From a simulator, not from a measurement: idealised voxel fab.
process module | voxel transistor to metal
cross-section cut | 160 nm wide | cells 5 nm
A cross-section is a grid of square cells, given in bands from the top down. A band is one or more rows of cells.
Each band's line starts with the height of the band's top and of its bottom, in nm. Then come its materials from left to right, each with its width in nm. One material with "throughout" fills the band from edge to edge. "air" is empty space.
Height 0 is the level under which the wafer as received is all one material. The lowest band goes on downwards, as in "0 down".
A width such as "30 to 40" changes by the same amount from each row of cells to the next, from the band's top row to its bottom row.
"no change" after a step means that no cell of the cross-section changed.
closed voids: empty space of 8 cells or more with no open way to the top, each as width x height at its distance from the left edge, in nm
after a step's settings: what the simulator itself notes on the step
overlay nm, on a step with a mask: how far to the right of its planned place the mask lay; to the left if negative
Each pair below shows a cross-section before one step and the cross-section after it, down to the lowest band that changed. The line under each pair gives the step between them, with its settings. The pairs can come from different runs of this module on the same starting wafer, so a pair continues from the pair above only where its "before" says so.
before
  30 to 10: resist 30 | air 100 | resist 30
  10 to 0: SiN 30 | air 100 | SiN 30
  0 to -5: SiO2 throughout
  -5 down: Si throughout
  closed voids: none
after
  30 to 10: resist 30 | air 100 | resist 30
  10 to 0: SiN 30 | air 100 | SiN 30
  0 to -5: SiO2 30 | air 100 | SiO2 30
  below -5: unchanged
  closed voids: none
the step between: op DIRECTIONAL_ETCH | etch materials SiO2 | depth nm 5
before: the cross-section after the pair above
after
  30 to 10: resist 30 | air 100 | resist 30
  10 to 0: SiN 30 | air 100 | SiN 30
  0 to -5: SiO2 30 | air 100 | SiO2 30
  -5 to -35: Si 30 | air 100 | Si 30
  below -35: unchanged
  closed voids: none
the step between: op DIRECTIONAL_ETCH | etch materials Si | depth nm 30
before: the cross-section after the pair above
after
  10 to 0: SiN 30 | air 100 | SiN 30
  below 0: unchanged
  closed voids: none
the step between: op STRIP | etch materials resist
before: the cross-section after the pair above
after
  10 to 0: SiN 30 | air 100 | SiN 30
  0 to -5: SiO2 30 | air 100 | SiO2 30
  -5 to -35: Si 25 | SiO2 5 | air 100 | SiO2 5 | Si 25
  -35 to -40: Si 25 | SiO2 110 | Si 25
  below -40: unchanged
  closed voids: none
the step between: op OXIDIZE | depth nm 5
before: the cross-section after the pair above
after
  15 to 10: SiO2 throughout
  10 to 0: SiN 30 | SiO2 100 | SiN 30
  0 to -5: SiO2 throughout
  -5 to -40: Si 25 | SiO2 110 | Si 25
  below -40: unchanged
  closed voids: none
the step between: op FILL_DEP | material SiO2 | thk nm 5
before: the cross-section after the pair above
after
  10 to 0: SiN 30 | SiO2 100 | SiN 30
  below 0: unchanged
  closed voids: none
the step between: op CMP | height nm 10
before: the cross-section after the pair above
after
  10 to 5: SiN 30 | air 100 | SiN 30
  below 5: unchanged
  closed voids: none
the step between: op SELECTIVE_ETCH | etch materials SiO2 | depth nm 5
before: the cross-section after the pair above
after
  5 to 0: air 30 | SiO2 100 | air 30
  below 0: unchanged
  closed voids: none
the step between: op STRIP | etch materials SiN
before: the cross-section after the pair above
after
  0 to -5: air 35 | SiO2 90 | air 35
  below -5: unchanged
  closed voids: none
the step between: op SELECTIVE_ETCH | etch materials SiO2 | depth nm 5
before: the cross-section after the pair above
after
  0 to -5: air 35 | SiO2 90 | air 35
  -5 to -10: SiO2 throughout
  below -10: unchanged
  closed voids: none
the step between: op OXIDIZE | depth nm 5
before: the cross-section after the pair above
after
  25 to 20: air 35 | polySi 90 | air 35
  20 to 0: polySi throughout
  0 to -5: polySi 35 | SiO2 90 | polySi 35
  below -5: unchanged
  closed voids: none
the step between: op DIRECTIONAL_DEP | material polySi | thk nm 25
before: the cross-section after the pair above
after
  40 to 35: air 35 | SiCN 90 | air 35
  35 to 25: SiCN throughout
  25 to 20: SiCN 35 | polySi 90 | SiCN 35
  below 20: unchanged
  closed voids: none
the step between: op DIRECTIONAL_DEP | material SiCN | thk nm 15
before: the cross-section after the pair above
after
  40 to 25: air 70 | SiCN 20 | air 70
  25 to 20: air 35 | polySi 90 | air 35
  below 20: unchanged
  closed voids: none
the step between: op MASKED_ETCH | tone cover | mask id GATE | width nm 20 | etch materials SiCN | depth nm 25 | overlay nm 0
before: the cross-section after the pair above
after
  40 to 25: air 70 | SiCN 20 | air 70
  25 to 0: air 70 | polySi 20 | air 70
  0 to -5: air 35 | SiO2 90 | air 35
  below -5: unchanged
  closed voids: none
the step between: op MASKED_ETCH | tone cover | mask id GATE | width nm 20 | etch materials polySi | depth nm 35 | overlay nm 0
before: the cross-section after the pair above
after
  45 to 40: air 65 | SiN 30 | air 65
  40 to 25: air 65 | SiN 5 | SiCN 20 | SiN 5 | air 65
  25 to 5: air 65 | SiN 5 | polySi 20 | SiN 5 | air 65
  5 to 0: air 30 | SiN 40 | polySi 20 | SiN 40 | air 30
  0 to -5: SiN 35 | SiO2 90 | SiN 35
  below -5: unchanged
  closed voids: none
the step between: op CONFORMAL_DEP | material SiN | thk nm 5
before: the cross-section after the pair above
after
  40 to 25: air 65 | SiN 5 | SiCN 20 | SiN 5 | air 65
  25 to 0: air 65 | SiN 5 | polySi 20 | SiN 5 | air 65
  0 to -5: air 30 | SiN 5 | SiO2 90 | SiN 5 | air 30
  below -5: unchanged
  closed voids: none
the step between: op DIRECTIONAL_ETCH | etch materials SiN | depth nm 5
before: the cross-section after the pair above
after
  40 to 25: air 65 | SiN 5 | SiCN 20 | SiN 5 | air 65
  25 to 0: air 65 | SiN 5 | polySi 20 | SiN 5 | air 65
  0 to -5: air 30 | SiN 5 | air 30 | SiO2 30 | air 30 | SiN 5 | air 30
  -5 to -10: air 30 | SiO2 100 | air 30
  below -10: unchanged
  closed voids: none
the step between: op DIRECTIONAL_ETCH | etch materials SiO2 | depth nm 5
before: the cross-section after the pair above
after
  40 to 25: air 65 | SiN 5 | SiCN 20 | SiN 5 | air 65
  25 to 0: air 65 | SiN 5 | polySi 20 | SiN 5 | air 65
  0 to -5: air 30 | SiN 5 | air 30 | SiO2 30 | air 30 | SiN 5 | air 30
  -5 to -10: nSi 30 | SiO2 100 | nSi 30
  below -10: unchanged
  closed voids: none
the step between: op EPI | material nSi | thk nm 5
before: the cross-section after the pair above
after
  45 to 40: SiO2 throughout
  40 to 25: SiO2 65 | SiN 5 | SiCN 20 | SiN 5 | SiO2 65
  25 to 0: SiO2 65 | SiN 5 | polySi 20 | SiN 5 | SiO2 65
  0 to -5: SiO2 30 | SiN 5 | SiO2 90 | SiN 5 | SiO2 30
  below -5: unchanged
  closed voids: none
the step between: op FILL_DEP | material SiO2 | thk nm 5
before: the cross-section after the pair above
after
  35 to 25: SiO2 65 | SiN 5 | SiCN 20 | SiN 5 | SiO2 65
  below 25: unchanged
  closed voids: none
the step between: op CMP | height nm 35
before: the cross-section after the pair above
after
  50 to 35: SiO2 throughout
  below 35: unchanged
  closed voids: none
the step between: op DIRECTIONAL_DEP | material SiO2 | thk nm 15
before: the cross-section after the pair above
after
  70 to 50: resist 35 | air 20 | resist 50 | air 20 | resist 35
  below 50: unchanged
  closed voids: none
the step between: op PATTERN | tone open | mask id CONTACT | material resist | width nm 20 | pitch nm 70 | thk nm 20 | overlay nm 0
before: the cross-section after the pair above
after
  70 to 50: resist 35 | air 20 | resist 50 | air 20 | resist 35
  50 to 35: SiO2 35 | air 20 | SiO2 50 | air 20 | SiO2 35
  35 to 25: SiO2 35 | air 20 | SiO2 10 | SiN 5 | SiCN 20 | SiN 5 | SiO2 10 | air 20 | SiO2 35
  25 to 0: SiO2 35 | air 20 | SiO2 10 | SiN 5 | polySi 20 | SiN 5 | SiO2 10 | air 20 | SiO2 35
  0 to -5: SiO2 30 | SiN 5 | air 20 | SiO2 50 | air 20 | SiN 5 | SiO2 30
  below -5: unchanged
  closed voids: none
the step between: op DIRECTIONAL_ETCH | etch materials SiO2 | depth nm 55
before: the cross-section after the pair above
after
  50 to 35: SiO2 35 | air 20 | SiO2 50 | air 20 | SiO2 35
  below 35: unchanged
  closed voids: none
the step between: op STRIP | etch materials resist
before: the cross-section after the pair above
after
  55 to 50: TiN 40 | air 10 | TiN 60 | air 10 | TiN 40
  50 to 35: SiO2 35 | TiN 5 | air 10 | TiN 5 | SiO2 50 | TiN 5 | air 10 | TiN 5 | SiO2 35
  35 to 25: SiO2 35 | TiN 5 | air 10 | TiN 5 | SiO2 10 | SiN 5 | SiCN 20 | SiN 5 | SiO2 10 | TiN 5 | air 10 | TiN 5 | SiO2 35
  25 to 0: SiO2 35 | TiN 5 | air 10 | TiN 5 | SiO2 10 | SiN 5 | polySi 20 | SiN 5 | SiO2 10 | TiN 5 | air 10 | TiN 5 | SiO2 35
  0 to -5: SiO2 30 | SiN 5 | TiN 20 | SiO2 50 | TiN 20 | SiN 5 | SiO2 30
  below -5: unchanged
  closed voids: none
the step between: op CONFORMAL_DEP | material TiN | thk nm 5
before: the cross-section after the pair above
after
  65 to 55: W throughout
  55 to 50: TiN 40 | W 10 | TiN 60 | W 10 | TiN 40
  50 to 35: SiO2 35 | TiN 5 | W 10 | TiN 5 | SiO2 50 | TiN 5 | W 10 | TiN 5 | SiO2 35
  35 to 25: SiO2 35 | TiN 5 | W 10 | TiN 5 | SiO2 10 | SiN 5 | SiCN 20 | SiN 5 | SiO2 10 | TiN 5 | W 10 | TiN 5 | SiO2 35
  25 to 0: SiO2 35 | TiN 5 | W 10 | TiN 5 | SiO2 10 | SiN 5 | polySi 20 | SiN 5 | SiO2 10 | TiN 5 | W 10 | TiN 5 | SiO2 35
  below 0: unchanged
  closed voids: none
the step between: op FILL_DEP | material W | thk nm 10
before: the cross-section after the pair above
after
  50 to 35: SiO2 35 | TiN 5 | W 10 | TiN 5 | SiO2 50 | TiN 5 | W 10 | TiN 5 | SiO2 35
  below 35: unchanged
  closed voids: none
the step between: op CMP | height nm 50
before: the cross-section after the pair above
after
  55 to 50: SiN throughout
  below 50: unchanged
  closed voids: none
the step between: op CONFORMAL_DEP | material SiN | thk nm 5
before: the cross-section after the pair above
after
  75 to 55: lowk throughout
  below 55: unchanged
  closed voids: none
the step between: op DIRECTIONAL_DEP | material lowk | thk nm 20
before: the cross-section after the pair above
after
  90 to 75: resist 35 | air 20 | resist 50 | air 20 | resist 35
  below 75: unchanged
  closed voids: none
the step between: op PATTERN | tone open | mask id METAL_1 | material resist | width nm 20 | pitch nm 70 | thk nm 15 | overlay nm 0
before: the cross-section after the pair above
after
  90 to 75: resist 35 | air 20 | resist 50 | air 20 | resist 35
  75 to 55: lowk 35 | air 20 | lowk 50 | air 20 | lowk 35
  below 55: unchanged
  closed voids: none
the step between: op DIRECTIONAL_ETCH | etch materials lowk | depth nm 20
before: the cross-section after the pair above
after
  90 to 75: resist 35 | air 20 | resist 50 | air 20 | resist 35
  75 to 55: lowk 35 | air 20 | lowk 50 | air 20 | lowk 35
  55 to 50: SiN 35 | air 20 | SiN 50 | air 20 | SiN 35
  below 50: unchanged
  closed voids: none
the step between: op DIRECTIONAL_ETCH | etch materials SiN | depth nm 5
before: the cross-section after the pair above
after
  75 to 55: lowk 35 | air 20 | lowk 50 | air 20 | lowk 35
  below 55: unchanged
  closed voids: none
the step between: op STRIP | etch materials resist
before: the cross-section after the pair above
after
  80 to 75: TiN 40 | air 10 | TiN 60 | air 10 | TiN 40
  75 to 55: lowk 35 | TiN 5 | air 10 | TiN 5 | lowk 50 | TiN 5 | air 10 | TiN 5 | lowk 35
  55 to 50: SiN 35 | TiN 20 | SiN 50 | TiN 20 | SiN 35
  below 50: unchanged
  closed voids: none
the step between: op CONFORMAL_DEP | material TiN | thk nm 5
before: the cross-section after the pair above
after
  90 to 80: Ru throughout
  80 to 75: TiN 40 | Ru 10 | TiN 60 | Ru 10 | TiN 40
  75 to 55: lowk 35 | TiN 5 | Ru 10 | TiN 5 | lowk 50 | TiN 5 | Ru 10 | TiN 5 | lowk 35
  below 55: unchanged
  closed voids: none
the step between: op FILL_DEP | material Ru | thk nm 10
before: the cross-section after the pair above
after
  75 to 55: lowk 35 | TiN 5 | Ru 10 | TiN 5 | lowk 50 | TiN 5 | Ru 10 | TiN 5 | lowk 35
  below 55: unchanged
  closed voids: none
the step between: op CMP | height nm 75
before: the cross-section after the pair above
after
  80 to 75: SiCN throughout
  below 75: unchanged
  closed voids: none
the step between: op CONFORMAL_DEP | material SiCN | thk nm 5
before: the cross-section after the pair above
after
  105 to 80: lowk throughout
  below 80: unchanged
  closed voids: none
the step between: op DIRECTIONAL_DEP | material lowk | thk nm 25
before: the cross-section after the pair above
after
  120 to 105: aC throughout
  below 105: unchanged
  closed voids: none
the step between: op DIRECTIONAL_DEP | material aC | thk nm 15
before: the cross-section after the pair above
after
  155 to 120: resist 35 | air 15 | resist 55 | air 15 | resist 40
  below 120: unchanged
  closed voids: none
the step between: op PATTERN | tone open | mask id METAL_2_HOLES | material resist | width nm 15 | pitch nm 70 | thk nm 35 | overlay nm 0
before: the cross-section after the pair above
after
  140 to 120: resist 35 | air 15 | resist 55 | air 15 | resist 40
  120 to 105: aC 35 | air 15 | aC 55 | air 15 | aC 40
  below 105: unchanged
  closed voids: none
the step between: op DIRECTIONAL_ETCH | etch materials aC | depth nm 15
before: the cross-section after the pair above
after
  120 to 105: aC 35 | air 15 | aC 55 | air 15 | aC 40
  below 105: unchanged
  closed voids: none
the step between: op STRIP | etch materials resist
before: the cross-section after the pair above
after
  120 to 105: aC 35 | air 15 | aC 55 | air 15 | aC 40
  105 to 80: lowk 35 | air 15 | lowk 55 | air 15 | lowk 40
  below 80: unchanged
  closed voids: none
the step between: op DIRECTIONAL_ETCH | etch materials lowk | depth nm 25
before: the cross-section after the pair above
after
  105 to 80: lowk 35 | air 15 | lowk 55 | air 15 | lowk 40
  below 80: unchanged
  closed voids: none
the step between: op STRIP | etch materials aC
before: the cross-section after the pair above
after
  120 to 105: resist 35 | air 20 | resist 50 | air 20 | resist 35
  below 105: unchanged
  closed voids: none
the step between: op PATTERN | tone open | mask id METAL_2 | material resist | width nm 20 | pitch nm 70 | thk nm 15 | overlay nm 0
before: the cross-section after the pair above
after
  120 to 105: resist 35 | air 20 | resist 50 | air 20 | resist 35
  105 to 90: lowk 35 | air 20 | lowk 50 | air 20 | lowk 35
  below 90: unchanged
  closed voids: none
the step between: op DIRECTIONAL_ETCH | etch materials lowk | depth nm 15
before: the cross-section after the pair above
after
  120 to 105: resist 35 | air 20 | resist 50 | air 20 | resist 35
  105 to 90: lowk 35 | air 20 | lowk 50 | air 20 | lowk 35
  90 to 80: lowk 35 | air 15 | lowk 55 | air 15 | lowk 40
  80 to 75: SiCN 35 | air 15 | SiCN 55 | air 15 | SiCN 40
  below 75: unchanged
  closed voids: none
the step between: op DIRECTIONAL_ETCH | etch materials SiCN | depth nm 5
before: the cross-section after the pair above
after
  105 to 90: lowk 35 | air 20 | lowk 50 | air 20 | lowk 35
  below 90: unchanged
  closed voids: none
the step between: op STRIP | etch materials resist
before: the cross-section after the pair above
after
  110 to 105: TiN 40 | air 10 | TiN 60 | air 10 | TiN 40
  105 to 95: lowk 35 | TiN 5 | air 10 | TiN 5 | lowk 50 | TiN 5 | air 10 | TiN 5 | lowk 35
  95 to 90: lowk 35 | TiN 5 | air 5 | TiN 10 | lowk 50 | TiN 5 | air 5 | TiN 10 | lowk 35
  90 to 80: lowk 35 | TiN 5 | air 5 | TiN 5 | lowk 55 | TiN 5 | air 5 | TiN 5 | lowk 40
  80 to 75: SiCN 35 | TiN 15 | SiCN 55 | TiN 15 | SiCN 40
  below 75: unchanged
  closed voids: none
the step between: op CONFORMAL_DEP | material TiN | thk nm 5
before: the cross-section after the pair above
after
  120 to 110: Cu throughout
  110 to 105: TiN 40 | Cu 10 | TiN 60 | Cu 10 | TiN 40
  105 to 95: lowk 35 | TiN 5 | Cu 10 | TiN 5 | lowk 50 | TiN 5 | Cu 10 | TiN 5 | lowk 35
  95 to 90: lowk 35 | TiN 5 | Cu 5 | TiN 10 | lowk 50 | TiN 5 | Cu 5 | TiN 10 | lowk 35
  90 to 80: lowk 35 | TiN 5 | Cu 5 | TiN 5 | lowk 55 | TiN 5 | Cu 5 | TiN 5 | lowk 40
  below 80: unchanged
  closed voids: none
the step between: op FILL_DEP | material Cu | thk nm 10
before: the cross-section after the pair above
after
  105 to 95: lowk 35 | TiN 5 | Cu 10 | TiN 5 | lowk 50 | TiN 5 | Cu 10 | TiN 5 | lowk 35
  below 95: unchanged
  closed voids: none
the step between: op CMP | height nm 105
before: the cross-section after the pair above
after
  110 to 105: SiCN throughout
  below 105: unchanged
  closed voids: none
the step between: op CONFORMAL_DEP | material SiCN | thk nm 5
